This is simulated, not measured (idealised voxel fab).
Module name: voxel wiring stack (process module)
The width of the displayed cross-section, cut, is 205 nm; its cells are square, with a size of 5 nm.
Format of a cross-section: grid, square cells. Given as bands. Order: top down. Band: one or more rows of cells.
What a band's entry tells you: where the top is and where the bottom is, as heights in nm, and after that what lies inside, material by material from left to right, each with its width in nm. Empty space is written as the word "blank", and a single material marked with the word "throughout" occupies the band from edge to edge.
For the purposes of this specification, 0 denotes the height below which the wafer in its as-received condition is composed wholly of one material, and the lowermost band, lacking a lower limit, extends downward without end, as expressed in "0 nm and below".
When a width is written as two numbers, as in "30->40", the first number is the width in the top row of cells of the band and the second is the width in its bottom row, and the width changes by the same amount from each row to the next.
The cross-section has no changed cell in any step marked "changes: none".
This entry, "Sealed-off cavities", enumerates those empty regions of no fewer than 8 cells that possess no open connection to the top. Each region is reported in the form width x height at distance, the distance being taken from the left edge, with all three quantities expressed in nm.
Formally, on a step line, whatever follows the settings is a remark that the simulator itself makes on the step.
"overlay nm" answers the question of how far to the right of plan the mask lay on a step that has a mask, and when it is negative the answer is to the left.

**The process steps that were planned are listed below**
- 1: RECEIVE [material Si]
- 2: CONFORMAL_DEP [material SiO2] [thk nm 10]
- 3: CONFORMAL_DEP [material SiCN] [thk nm 5]
- 4: DIRECTIONAL_DEP [material SiO2] [thk nm 25]
- 5: PATTERN [tone open] [mask id METAL_1] [material resist] [width nm 25] [pitch nm 40] [thk nm 20] [overlay nm 0]
- 6: DIRECTIONAL_ETCH [etch materials SiO2] [depth nm 25]
- 7: DIRECTIONAL_ETCH [etch materials SiCN] [depth nm 5]
- 8: STRIP [etch materials resist]
- 9: CONFORMAL_DEP [material TiN] [thk nm 5]
- 10: FILL_DEP [material Cu] [thk nm 10]
- 11: CMP [height nm 40]
- 12: CONFORMAL_DEP [material SiCN] [thk nm 5]
- 13: DIRECTIONAL_DEP [material SiO2] [thk nm 15]
- 14: DIRECTIONAL_DEP [material aC] [thk nm 15]
- 15: PATTERN [tone open] [mask id PLUG_1] [material resist] [width nm 15] [thk nm 30] [overlay nm 0]
- 16: DIRECTIONAL_ETCH [etch materials aC] [depth nm 15]
- 17: STRIP [etch materials resist]
- 18: DIRECTIONAL_ETCH [etch materials SiO2] [depth nm 15]
- 19: DIRECTIONAL_ETCH [etch materials SiCN] [depth nm 5]
- 20: STRIP [etch materials aC]
- 21: EPI [material Ru] [thk nm 10]
- 22: EPI [material Ru] [thk nm 10]
- 23: DIRECTIONAL_DEP [material TiN] [thk nm 5]
- 24: DIRECTIONAL_DEP [material Ru] [thk nm 15]
- 25: DIRECTIONAL_DEP [material aC] [thk nm 10]
- 26: PATTERN [tone cover] [mask id METAL_2] [material resist] [width nm 25] [pitch nm 40] [thk nm 25] [overlay nm 0]
- 27: DIRECTIONAL_ETCH [etch materials aC] [depth nm 10]
- 28: STRIP [etch materials resist]
- 29: DIRECTIONAL_ETCH [etch materials Ru] [depth nm 15]
- 30: DIRECTIONAL_ETCH [etch materials TiN] [depth nm 5]
- 31: STRIP [etch materials aC]
- 32: CONFORMAL_DEP [material SiCN] [thk nm 5]
- 33: FILL_DEP [material SiO2] [thk nm 10]
- 34: CMP [height nm 80]
- 35: CONFORMAL_DEP [material SiN] [thk nm 5]

**Cross-section, incoming material, after step 1**
0 nm and below: Si throughout
Sealed-off cavities: none

**Module complete - cross-section of the first of two wafers, run according to plan**
85 nm to 80 nm: SiN throughout
80 nm to 65 nm: 65 nm SiO2, then 5 nm SiCN, then 25 nm Ru, then 5 nm SiCN, then 5 nm SiO2, then 5 nm SiCN, then 25 nm Ru, then 5 nm SiCN, then 65 nm SiO2
65 nm to 60 nm: 70 nm SiCN, then 25 nm TiN, then 15 nm SiCN, then 25 nm TiN, then 70 nm SiCN
60 nm to 45 nm: 70 nm SiO2, then 15 nm Ru, then 120 nm SiO2
45 nm to 40 nm: 70 nm SiCN, then 15 nm Ru, then 120 nm SiCN
40 nm to 15 nm: 70 nm SiO2, then 5 nm TiN, then 15 nm Cu, then 5 nm TiN, then 15 nm SiO2, then 5 nm TiN, then 15 nm Cu, then 5 nm TiN, then 70 nm SiO2
15 nm to 10 nm: 70 nm SiCN, then 25 nm TiN, then 15 nm SiCN, then 25 nm TiN, then 70 nm SiCN
10 nm to 0 nm: SiO2 throughout
0 nm and below: Si throughout
Sealed-off cavities: none

**Module end: cross-section of wafer two of two. Same start and process plan as the first wafer. One mistake during execution**
85 nm to 80 nm: SiN throughout
80 nm to 65 nm: 65 nm SiO2, then 5 nm SiCN, then 25 nm Ru, then 5 nm SiCN, then 105 nm SiO2
65 nm to 60 nm: 65 nm SiO2, then 5 nm SiCN, then 25 nm TiN, then 5 nm SiCN, then 105 nm SiO2
60 nm to 50 nm: 65 nm SiO2, then 5 nm SiCN, then 15 nm Ru, then 15->5 nm SiCN, then 105->115 nm SiO2
50 nm to 40 nm: 70 nm SiCN, then 15 nm Ru, then 120 nm SiCN
40 nm to 15 nm: 70 nm SiO2, then 5 nm TiN, then 15 nm Cu, then 5 nm TiN, then 15 nm SiO2, then 5 nm TiN, then 15 nm Cu, then 5 nm TiN, then 70 nm SiO2
15 nm to 10 nm: 70 nm SiCN, then 25 nm TiN, then 15 nm SiCN, then 25 nm TiN, then 70 nm SiCN
10 nm to 0 nm: SiO2 throughout
0 nm and below: Si throughout
Sealed-off cavities: none
The plan and the run diverged here: the process deviated at step 31: the operation and settings actually run there were STRIP [etch materials SiO2]
Materials where the second wafer ends with more or fewer cells than the first: Ru: 15 fewer, SiCN: 9 more, SiO2: 11 more, TiN: 5 fewer
